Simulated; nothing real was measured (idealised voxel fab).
process module | voxel quadruple lines
cross-section cut | 140 nm wide | cells 5 nm
A cross-section is a grid of square cells, given in bands from the top down. A band is one or more rows of cells.
Each band's line starts with the height of the band's top and of its bottom, in nm. Then come its materials from left to right, each with its width in nm. One material with "throughout" fills the band from edge to edge. "air" is empty space.
Height 0 is the level under which the wafer as received is all one material. The lowest band goes on downwards, as in "0 down".
A width such as "30 to 40" changes by the same amount from each row of cells to the next, from the band's top row to its bottom row.
"no change" after a step means that no cell of the cross-section changed.
closed voids: empty space of 8 cells or more with no open way to the top, each as width x height at its distance from the left edge, in nm
after a step's settings: what the simulator itself notes on the step
overlay nm, on a step with a mask: how far to the right of its planned place the mask lay; to the left if negative
plan
1 op RECEIVE | material Si
2 op CONFORMAL_DEP | material Al2O3 | thk nm 5
3 op DIRECTIONAL_DEP | material Ru | thk nm 10
4 op DIRECTIONAL_DEP | material polySi | thk nm 20
5 op DIRECTIONAL_DEP | material aC | thk nm 25
6 op PATTERN | tone cover | mask id MANDREL | material resist | width nm 30 | thk nm 35 | overlay nm 0
7 op DIRECTIONAL_ETCH | etch materials aC | depth nm 25
8 op STRIP | etch materials resist
9 op CONFORMAL_DEP | material SiO2 | thk nm 10
10 op DIRECTIONAL_ETCH | etch materials SiO2 | depth nm 10
11 op STRIP | etch materials aC
12 op DIRECTIONAL_ETCH | etch materials polySi | depth nm 20
13 op STRIP | etch materials SiO2
14 op CONFORMAL_DEP | material SiN | thk nm 10
15 op DIRECTIONAL_ETCH | etch materials SiN | depth nm 10
16 op STRIP | etch materials polySi
17 op DIRECTIONAL_ETCH | etch materials Ru | depth nm 10
18 op STRIP | etch materials SiN
19 op FILL_DEP | material SiO2 | thk nm 10
20 op CMP | height nm 15
as received, after step 1
  0 down: Si throughout
  closed voids: none
first wafer at the end, as planned
  15 to 5: SiO2 35 | Ru 10 | SiO2 10 | Ru 10 | SiO2 10 | Ru 10 | SiO2 10 | Ru 10 | SiO2 35
  5 to 0: Al2O3 throughout
  0 down: Si throughout
  closed voids: none
second wafer at the end: like start, like plan, one mistake
  15 to 10: SiO2 throughout
  10 to 0: SiO2 35 | Ru 10 | SiO2 10 | Ru 10 | SiO2 10 | Ru 10 | SiO2 10 | Ru 10 | SiO2 35
  0 down: Si throughout
  closed voids: none
what went wrong: step 2 was left out
at the end the second wafer has, in cells: 28 fewer of Al2O3 | 28 more of SiO2
